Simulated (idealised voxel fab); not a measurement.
process module | voxel self aligned vias
cross-section cut | 255 nm wide | cells 5 nm
A cross-section is a grid of square cells, given in bands from the top down. A band is one or more rows of cells.
Each band's line starts with the height of the band's top and of its bottom, in nm. Then come its materials from left to right, each with its width in nm. One material with "throughout" fills the band from edge to edge. "air" is empty space.
Height 0 is the level under which the wafer as received is all one material. The lowest band goes on downwards, as in "0 down".
A width such as "30 to 40" changes by the same amount from each row of cells to the next, from the band's top row to its bottom row.
"no change" after a step means that no cell of the cross-section changed.
closed voids: empty space of 8 cells or more with no open way to the top, each as width x height at its distance from the left edge, in nm
after a step's settings: what the simulator itself notes on the step
overlay nm, on a step with a mask: how far to the right of its planned place the mask lay; to the left if negative
plan
1 op RECEIVE | material Si
2 op CONFORMAL_DEP | material SiO2 | thk nm 15
3 op CONFORMAL_DEP | material SiCN | thk nm 5
4 op DIRECTIONAL_DEP | material SiO2 | thk nm 20
5 op PATTERN | tone open | mask id LINES | material resist | width nm 30 | pitch nm 80 | thk nm 20 | overlay nm 0
6 op DIRECTIONAL_ETCH | etch materials SiO2 | depth nm 20
7 op STRIP | etch materials resist
8 op CONFORMAL_DEP | material TiN | thk nm 5
9 op FILL_DEP | material W | thk nm 10
10 op CMP | height nm 40
11 op SELECTIVE_ETCH | etch materials W Ru TiN | depth nm 5
12 op FILL_DEP | material SiN | thk nm 10
13 op CMP | height nm 40
14 op DIRECTIONAL_DEP | material SiO2 | thk nm 20
15 op DIRECTIONAL_DEP | material aC | thk nm 15
16 op PATTERN | tone open | mask id VIAS | material resist | width nm 50 | thk nm 30 | overlay nm 0
17 op DIRECTIONAL_ETCH | etch materials aC | depth nm 15
18 op STRIP | etch materials resist
19 op DIRECTIONAL_ETCH | etch materials SiO2 | depth nm 20
20 op DIRECTIONAL_ETCH | etch materials SiN | depth nm 5
21 op STRIP | etch materials aC
22 op CONFORMAL_DEP | material TiN | thk nm 5
23 op FILL_DEP | material Cu | thk nm 5
24 op CMP | height nm 60
25 op CONFORMAL_DEP | material SiN | thk nm 5
as received, after step 1
  0 down: Si throughout
  closed voids: none
first wafer at the end, as planned
  65 to 60: SiN throughout
  60 to 45: SiO2 60 | TiN 5 | Cu 40 | TiN 5 | SiO2 145
  45 to 40: SiO2 60 | TiN 15 | Cu 20 | TiN 15 | SiO2 145
  40 to 35: SiO2 70 | TiN 30 | SiO2 50 | SiN 30 | SiO2 75
  35 to 25: SiO2 70 | TiN 5 | W 20 | TiN 5 | SiO2 50 | TiN 5 | W 20 | TiN 5 | SiO2 75
  25 to 20: SiO2 70 | TiN 30 | SiO2 50 | TiN 30 | SiO2 75
  20 to 15: SiCN throughout
  15 to 0: SiO2 throughout
  0 down: Si throughout
  closed voids: none
second wafer at the end: like start, like plan, one mistake
  65 to 60: SiN throughout
  60 to 45: SiO2 65 | TiN 5 | Cu 30 | TiN 5 | SiO2 150
  45 to 40: SiO2 65 | TiN 10 | Cu 20 | TiN 10 | SiO2 150
  40 to 35: SiO2 70 | TiN 30 | SiO2 50 | SiN 30 | SiO2 75
  35 to 25: SiO2 70 | TiN 5 | W 20 | TiN 5 | SiO2 50 | TiN 5 | W 20 | TiN 5 | SiO2 75
  25 to 20: SiO2 70 | TiN 30 | SiO2 50 | TiN 30 | SiO2 75
  20 to 15: SiCN throughout
  15 to 0: SiO2 throughout
  0 down: Si throughout
  closed voids: none
what went wrong: step 16 ran as: op PATTERN | tone open | mask id VIAS | material resist | width nm 40 | thk nm 30 | overlay nm 0
at the end the second wafer has, in cells: 6 fewer of Cu | 8 more of SiO2 | 2 fewer of TiN
